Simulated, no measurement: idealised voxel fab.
process module | voxel local oxidation
cross-section cut | 240 nm wide | cells 5 nm
A cross-section is a grid of square cells, given in bands from the top down. A band is one or more rows of cells.
Each band's line starts with the height of the band's top and of its bottom, in nm. Then come its materials from left to right, each with its width in nm. One material with "throughout" fills the band from edge to edge. "air" is empty space.
Height 0 is the level under which the wafer as received is all one material. The lowest band goes on downwards, as in "0 down".
A width such as "30 to 40" changes by the same amount from each row of cells to the next, from the band's top row to its bottom row.
"no change" after a step means that no cell of the cross-section changed.
closed voids: empty space of 8 cells or more with no open way to the top, each as width x height at its distance from the left edge, in nm
after a step's settings: what the simulator itself notes on the step
overlay nm, on a step with a mask: how far to the right of its planned place the mask lay; to the left if negative
plan
1 op RECEIVE | material Si
2 op OXIDIZE | depth nm 5
3 op CONFORMAL_DEP | material SiN | thk nm 15
4 op MASKED_ETCH | tone cover | mask id ACTIVE | width nm 90 | etch materials SiN | depth nm 15 | overlay nm 0
5 op SELECTIVE_ETCH | etch materials SiO2 | depth nm 5
6 op OXIDIZE | depth nm 10
7 op STRIP | etch materials SiN
as received, after step 1
  0 down: Si throughout
  closed voids: none
first wafer at the end, as planned
  0 to -5: air 80 | SiO2 80 | air 80
  -5 to -15: SiO2 90 | Si 60 | SiO2 90
  -15 down: Si throughout
  closed voids: none
second wafer at the end: like start, like plan, one mistake
  0 to -5: air 80 | SiO2 85 | air 75
  -5 to -15: SiO2 90 | Si 65 | SiO2 85
  -15 down: Si throughout
  closed voids: none
what went wrong: step 4 ran as: op MASKED_ETCH | tone cover | mask id ACTIVE | width nm 95 | etch materials SiN | depth nm 15 | overlay nm 0
at the end the second wafer has, in cells: 2 more of Si | 1 fewer of SiO2
